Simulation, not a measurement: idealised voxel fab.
process module | voxel double patterning
cross-section cut | 175 nm wide | cells 5 nm
A cross-section is a grid of square cells, given in bands from the top down. A band is one or more rows of cells.
Each band's line starts with the height of the band's top and of its bottom, in nm. Then come its materials from left to right, each with its width in nm. One material with "throughout" fills the band from edge to edge. "air" is empty space.
Height 0 is the level under which the wafer as received is all one material. The lowest band goes on downwards, as in "0 down".
A width such as "30 to 40" changes by the same amount from each row of cells to the next, from the band's top row to its bottom row.
"no change" after a step means that no cell of the cross-section changed.
closed voids: empty space of 8 cells or more with no open way to the top, each as width x height at its distance from the left edge, in nm
after a step's settings: what the simulator itself notes on the step
overlay nm, on a step with a mask: how far to the right of its planned place the mask lay; to the left if negative
plan
1 op RECEIVE | material Si
2 op CONFORMAL_DEP | material SiN | thk nm 10
3 op DIRECTIONAL_DEP | material SiO2 | thk nm 15
4 op DIRECTIONAL_DEP | material SiCN | thk nm 5
5 op MASKED_ETCH | tone open | mask id FIRST | width nm 15 | pitch nm 50 | etch materials SiCN | depth nm 5 | overlay nm 0
6 op DIRECTIONAL_DEP | material aC | thk nm 15
7 op PATTERN | tone open | mask id SECOND | material resist | width nm 15 | thk nm 35 | overlay nm 0
8 op DIRECTIONAL_ETCH | etch materials aC | depth nm 15
9 op STRIP | etch materials resist
10 op DIRECTIONAL_ETCH | etch materials SiCN | depth nm 5
11 op STRIP | etch materials aC
12 op DIRECTIONAL_ETCH | etch materials SiO2 | depth nm 15
13 op STRIP | etch materials SiCN
as received, after step 1
  0 down: Si throughout
  closed voids: none
first wafer at the end, as planned
  25 to 10: SiO2 55 | air 15 | SiO2 10 | air 15 | SiO2 10 | air 15 | SiO2 55
  10 to 0: SiN throughout
  0 down: Si throughout
  closed voids: none
second wafer at the end: like start, like plan, one mistake
  40 to 25: SiO2 55 | air 15 | SiO2 10 | air 15 | SiO2 10 | air 15 | SiO2 55
  25 to 10: SiO2 throughout
  10 to 0: SiN throughout
  0 down: Si throughout
  closed voids: none
what went wrong: step 3 was run twice
at the end the second wafer has, in cells: 105 more of SiO2
